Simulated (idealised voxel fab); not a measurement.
Process module under the name voxel self aligned vias
Displayed cross-section: cut, width of 140 nm, square cells sized 5 nm.
Cross-section, as written here: a square-cell grid given band by band from the top down, where a band holds one or more rows of cells. Band entry format. Leading values: height of top, height of bottom, nm. Remainder: materials in left-to-right order, each with its width in nm. Special words: "everywhere" on a single material, which then fills the band edge to edge; "empty", empty space. Heights are measured from 0, the level below which the as-received wafer is all one material; the lowest band has no bottom and continues downward, written as in "0 down". Width spec "30->40" -> top row of cells at first value, bottom row at second value, equal per-row change in between. For the purposes of this document, the phrase "nothing was modified" attached to a step denotes that no cell within the cross-section was modified by that step. Under "Fully sealed cavities" you'll find the enclosed gaps, the ones with no way out to the top, that are 8 cells or bigger; each reads width x height at distance, with distance counted from the left edge, everything in nm. Past the settings on a step's line: simulator remark, on that step. The line of a step may include "overlay nm". On a step with a mask, this value is how far to the right of its planned place the mask lay. A negative value means the mask lay to the left.
## Intended process steps
1 RECEIVE, material Si
2 CONFORMAL_DEP, material SiO2, thk nm 10
3 CONFORMAL_DEP, material SiCN, thk nm 5
4 DIRECTIONAL_DEP, material lowk, thk nm 30
5 PATTERN, tone open, mask id LINES, material resist, width nm 30, pitch nm 55, thk nm 20, overlay nm 0
6 DIRECTIONAL_ETCH, etch materials lowk, depth nm 30
7 STRIP, etch materials resist
8 CONFORMAL_DEP, material TiN, thk nm 5
9 FILL_DEP, material W, thk nm 10
10 CMP, height nm 45
11 SELECTIVE_ETCH, etch materials W Ru TiN, depth nm 5
12 FILL_DEP, material SiN, thk nm 5
13 CMP, height nm 45
14 DIRECTIONAL_DEP, material lowk, thk nm 20
15 DIRECTIONAL_DEP, material aC, thk nm 15
16 PATTERN, tone open, mask id VIAS, material resist, width nm 40, thk nm 30, overlay nm 0
17 DIRECTIONAL_ETCH, etch materials aC, depth nm 15
18 STRIP, etch materials resist
19 DIRECTIONAL_ETCH, etch materials lowk, depth nm 20
20 DIRECTIONAL_ETCH, etch materials SiN, depth nm 5
21 STRIP, etch materials aC
22 CONFORMAL_DEP, material TiN, thk nm 5
23 FILL_DEP, material W, thk nm 5
24 CMP, height nm 65
25 CONFORMAL_DEP, material SiN, thk nm 5
## Wafer at receipt (post step 1), cross-section
  0 down: Si everywhere
  Fully sealed cavities: none
## This is how the wafer looks in cross-section once the module is done, given the starting state and plan above and one mistake in carrying the plan out
  70 to 65: SiN everywhere
  65 to 50: lowk 20 nm  TiN 5 nm  W 30 nm  TiN 5 nm  lowk 80 nm
  50 to 45: lowk 20 nm  TiN 40 nm  lowk 80 nm
  45 to 40: SiCN everywhere
  40 to 10: lowk everywhere
  10 to 0: SiO2 everywhere
  0 down: Si everywhere
  Fully sealed cavities: none
What was done differently from what was planned? so 3 and 4 got swapped relative to the plan, each ran where the other was supposed to
